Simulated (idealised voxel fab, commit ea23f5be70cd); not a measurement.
Title: Process Module voxel fin reveal
Pictured: cross-section cut, 215 nm wide, on a grid of 5 nm square cells.
Cross-sections here: square-cell grids, written as top-down lists of bands, a band being one or more rows of cells. Within each band entry, the heights of the top and of the bottom of the band appear first, in that order and in nm; the materials of the band then follow from left to right, each with its corresponding width in nm. The designation "edge to edge" on a single material indicates that it fills the band from edge to edge; the designation "empty" indicates empty space. A quick word on heights: they are counted from 0, and under that level the wafer as it came to us is one material throughout. The lowest band is different from the rest in having no bottom; it simply continues downward, written as in "0 -> down". Per-row width for "30..40": begins at first number (top row of band), ends at second number (bottom row), increment between rows held constant. What does "same as before" mean for a step? It means no cell of the cross-section changed in that step. In "Completely enclosed voids" the enclosed voids are listed, meaning empty spaces of 8 cells or larger without any opening to the top. The form is width x height at distance, distance from the left edge, units nm. Step line, after settings: the simulator's comment on this step. When a step includes a mask, the "overlay nm" setting on its line states how far to the right of its planned place that mask lay, and negative values state how far to the left.

Process steps - plan:
1: op RECEIVE | material Si
2: op CONFORMAL_DEP | material SiN | thk nm 5
3: op MASKED_ETCH | tone cover | mask id FINS | width nm 15 | pitch nm 40 | etch materials SiN | depth nm 5 | overlay nm 0
4: op MASKED_ETCH | tone cover | mask id FINS | width nm 15 | pitch nm 40 | etch materials Si | depth nm 20 | overlay nm 0
5: op OXIDIZE | depth nm 5
6: op FILL_DEP | material SiO2 | thk nm 10
7: op CMP | height nm 5
8: op SELECTIVE_ETCH | etch materials SiO2 | depth nm 25
9: op STRIP | etch materials SiN
What sets these wafers apart? The depth nm at step 4. They all start alike, and the plan carries the first wafer's value.

Cross-section of the first of several wafers on receipt, reflecting completion of step 1:
0 -> down | Si edge to edge
Completely enclosed voids: none

Where each wafer stands at the end of the module, a row apiece: cells of each material gained (+) or lost (-) since it was received, then closed voids:
depth nm 20 | -200 Si | +40 SiO2 | Completely enclosed voids: none
depth nm 25 | -240 Si | +80 SiO2 | Completely enclosed voids: none
depth nm 30 | -280 Si | +120 SiO2 | Completely enclosed voids: none
depth nm 35 | -320 Si | +160 SiO2 | Completely enclosed voids: none
depth nm 40 | -360 Si | +200 SiO2 | Completely enclosed voids: none
depth nm 45 | -400 Si | +240 SiO2 | Completely enclosed voids: none
